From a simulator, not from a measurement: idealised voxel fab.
A process module follows: voxel trench capacitor.
The width of the displayed cross-section, cut, is 160 nm; its cells are square, with a size of 5 nm.
This document writes a cross-section as a grid whose cells are square, and gives it as bands, listed from the top down; one or more rows of cells form a band. Band: top height; bottom height; in nm. Then, left to right: material with width in nm, for each material. "edge to edge": a single material spanning edge to edge. "air": empty space. Convention: height 0 is the level below which the wafer, as received, is all one material. The lowest band does not terminate at the bottom but continues downward, represented as "z 0 and below". It should be noted that a width expressed as "30..40" varies in equal increments from row to row of cells within the band, taking the value of the first number at the top row and that of the second number at the bottom row. Key: "left unchanged" - step with no changed cell in the cross-section. The entry "Cavities, sealed" lists the empty spaces that cover at least 8 cells and have no open path to the top. Each is written as width x height at distance, where the distance is measured from the left edge and all three values are in nm. Text after the settings on a step's line: the simulator's own remark on that step. A step's line can hold "overlay nm"; with a mask on that step, the setting says how far right of the planned place the mask lay, while a negative setting says it lay to the left.
# Process steps - plan
- 1: RECEIVE [material Si]
- 2: CONFORMAL_DEP [material SiN] [thk nm 5]
- 3: DIRECTIONAL_DEP [material aC] [thk nm 15]
- 4: PATTERN [tone open] [mask id TRENCH] [material resist] [width nm 15] [pitch nm 35] [thk nm 30] [overlay nm 0]
- 5: DIRECTIONAL_ETCH [etch materials aC] [depth nm 15]
- 6: STRIP [etch materials resist]
- 7: DIRECTIONAL_ETCH [etch materials SiN] [depth nm 5]
- 8: DIRECTIONAL_ETCH [etch materials Si] [depth nm 25]
- 9: STRIP [etch materials aC]
- 10: CONFORMAL_DEP [material Al2O3] [thk nm 5]
- 11: FILL_DEP [material polySi] [thk nm 5]
- 12: CMP [height nm 5]
# The first of two wafers, run as planned
# As-received state of the wafer in cross-section, equivalent to post-step 1
	z 0 and below: Si edge to edge
	Cavities, sealed: none
# Upon completion of step 2, the wafer appears in cross-section as shown
	z 5 to 0: SiN edge to edge
	Everything below 0 is unchanged.
# Upon completion of step 3, the wafer appears in cross-section as shown
	z 20 to 5: aC edge to edge
	Everything below 5 is unchanged.
# Upon completion of step 4, the wafer appears in cross-section as shown
	z 50 to 20: resist 55 nm | air 15 nm | resist 20 nm | air 15 nm | resist 55 nm
	Everything below 20 is unchanged.
# Upon completion of step 5, the wafer appears in cross-section as shown
	z 35 to 20: resist 55 nm | air 15 nm | resist 20 nm | air 15 nm | resist 55 nm
	z 20 to 5: aC 55 nm | air 15 nm | aC 20 nm | air 15 nm | aC 55 nm
	Everything below 5 is unchanged.
# Upon completion of step 6, the wafer appears in cross-section as shown
	z 20 to 5: aC 55 nm | air 15 nm | aC 20 nm | air 15 nm | aC 55 nm
	Everything below 5 is unchanged.
# Upon completion of step 7, the wafer appears in cross-section as shown
	z 20 to 5: aC 55 nm | air 15 nm | aC 20 nm | air 15 nm | aC 55 nm
	z 5 to 0: SiN 55 nm | air 15 nm | SiN 20 nm | air 15 nm | SiN 55 nm
	Everything below 0 is unchanged.
# Upon completion of step 8, the wafer appears in cross-section as shown
	z 20 to 5: aC 55 nm | air 15 nm | aC 20 nm | air 15 nm | aC 55 nm
	z 5 to 0: SiN 55 nm | air 15 nm | SiN 20 nm | air 15 nm | SiN 55 nm
	z 0 to -25: Si 55 nm | air 15 nm | Si 20 nm | air 15 nm | Si 55 nm
	Everything below -25 is unchanged.
# Upon completion of step 9, the wafer appears in cross-section as shown
	z 5 to 0: SiN 55 nm | air 15 nm | SiN 20 nm | air 15 nm | SiN 55 nm
	Everything below 0 is unchanged.
# Upon completion of step 10, the wafer appears in cross-section as shown
	z 10 to 5: Al2O3 60 nm | air 5 nm | Al2O3 30 nm | air 5 nm | Al2O3 60 nm
	z 5 to 0: SiN 55 nm | Al2O3 5 nm | air 5 nm | Al2O3 5 nm | SiN 20 nm | Al2O3 5 nm | air 5 nm | Al2O3 5 nm | SiN 55 nm
	z 0 to -20: Si 55 nm | Al2O3 5 nm | air 5 nm | Al2O3 5 nm | Si 20 nm | Al2O3 5 nm | air 5 nm | Al2O3 5 nm | Si 55 nm
	z -20 to -25: Si 55 nm | Al2O3 15 nm | Si 20 nm | Al2O3 15 nm | Si 55 nm
	Everything below -25 is unchanged.
# Upon completion of step 11, the wafer appears in cross-section as shown
	z 15 to 10: polySi edge to edge
	z 10 to 5: Al2O3 60 nm | polySi 5 nm | Al2O3 30 nm | polySi 5 nm | Al2O3 60 nm
	z 5 to 0: SiN 55 nm | Al2O3 5 nm | polySi 5 nm | Al2O3 5 nm | SiN 20 nm | Al2O3 5 nm | polySi 5 nm | Al2O3 5 nm | SiN 55 nm
	z 0 to -20: Si 55 nm | Al2O3 5 nm | polySi 5 nm | Al2O3 5 nm | Si 20 nm | Al2O3 5 nm | polySi 5 nm | Al2O3 5 nm | Si 55 nm
	Everything below -20 is unchanged.
# Upon completion of step 12, the wafer appears in cross-section as shown
	z 5 to 0: SiN 55 nm | Al2O3 5 nm | polySi 5 nm | Al2O3 5 nm | SiN 20 nm | Al2O3 5 nm | polySi 5 nm | Al2O3 5 nm | SiN 55 nm
	Everything below 0 is unchanged.
# Okay, second wafer. Nothing different at the start, nothing different in the plan, just one mistake somewhere in the running. As far as step 3, counting that step, it's the first wafer all over again
# Second wafer, cross-section, planned end of step 4
	z 50 to 20: resist 55 nm | air 20 nm | resist 15 nm | air 20 nm | resist 50 nm
	Everything below 20 is unchanged.
# Second wafer, cross-section, planned end of step 5
	z 35 to 20: resist 55 nm | air 20 nm | resist 15 nm | air 20 nm | resist 50 nm
	z 20 to 5: aC 55 nm | air 20 nm | aC 15 nm | air 20 nm | aC 50 nm
	Everything below 5 is unchanged.
# Second wafer, cross-section, planned end of step 6
	z 20 to 5: aC 55 nm | air 20 nm | aC 15 nm | air 20 nm | aC 50 nm
	Everything below 5 is unchanged.
# Second wafer, cross-section, planned end of step 7
	z 20 to 5: aC 55 nm | air 20 nm | aC 15 nm | air 20 nm | aC 50 nm
	z 5 to 0: SiN 55 nm | air 20 nm | SiN 15 nm | air 20 nm | SiN 50 nm
	Everything below 0 is unchanged.
# Second wafer, cross-section, planned end of step 8
	z 20 to 5: aC 55 nm | air 20 nm | aC 15 nm | air 20 nm | aC 50 nm
	z 5 to 0: SiN 55 nm | air 20 nm | SiN 15 nm | air 20 nm | SiN 50 nm
	z 0 to -25: Si 55 nm | air 20 nm | Si 15 nm | air 20 nm | Si 50 nm
	Everything below -25 is unchanged.
# Second wafer, cross-section, planned end of step 9
	z 5 to 0: SiN 55 nm | air 20 nm | SiN 15 nm | air 20 nm | SiN 50 nm
	Everything below 0 is unchanged.
# Second wafer, cross-section, planned end of step 10
	z 10 to 5: Al2O3 60 nm | air 10 nm | Al2O3 25 nm | air 10 nm | Al2O3 55 nm
	z 5 to 0: SiN 55 nm | Al2O3 5 nm | air 10 nm | Al2O3 5 nm | SiN 15 nm | Al2O3 5 nm | air 10 nm | Al2O3 5 nm | SiN 50 nm
	z 0 to -20: Si 55 nm | Al2O3 5 nm | air 10 nm | Al2O3 5 nm | Si 15 nm | Al2O3 5 nm | air 10 nm | Al2O3 5 nm | Si 50 nm
	z -20 to -25: Si 55 nm | Al2O3 20 nm | Si 15 nm | Al2O3 20 nm | Si 50 nm
	Everything below -25 is unchanged.
# Second wafer, cross-section, planned end of step 11
	z 15 to 10: polySi edge to edge
	z 10 to 5: Al2O3 60 nm | polySi 10 nm | Al2O3 25 nm | polySi 10 nm | Al2O3 55 nm
	z 5 to 0: SiN 55 nm | Al2O3 5 nm | polySi 10 nm | Al2O3 5 nm | SiN 15 nm | Al2O3 5 nm | polySi 10 nm | Al2O3 5 nm | SiN 50 nm
	z 0 to -20: Si 55 nm | Al2O3 5 nm | polySi 10 nm | Al2O3 5 nm | Si 15 nm | Al2O3 5 nm | polySi 10 nm | Al2O3 5 nm | Si 50 nm
	Everything below -20 is unchanged.
# Second wafer, cross-section, planned end of step 12
	z 5 to 0: SiN 55 nm | Al2O3 5 nm | polySi 10 nm | Al2O3 5 nm | SiN 15 nm | Al2O3 5 nm | polySi 10 nm | Al2O3 5 nm | SiN 50 nm
	Everything below 0 is unchanged.
Plan not followed: step 4 was run on a setting that differed from the plan, and what really ran there is PATTERN [tone open] [mask id TRENCH] [material resist] [width nm 20] [pitch nm 35] [thk nm 30] [overlay nm 0]
Per the end-of-run cell counts, the second wafer holds more or fewer of some materials than the first: 2 more of Al2O3, 10 fewer of Si, 2 fewer of SiN, 10 more of polySi
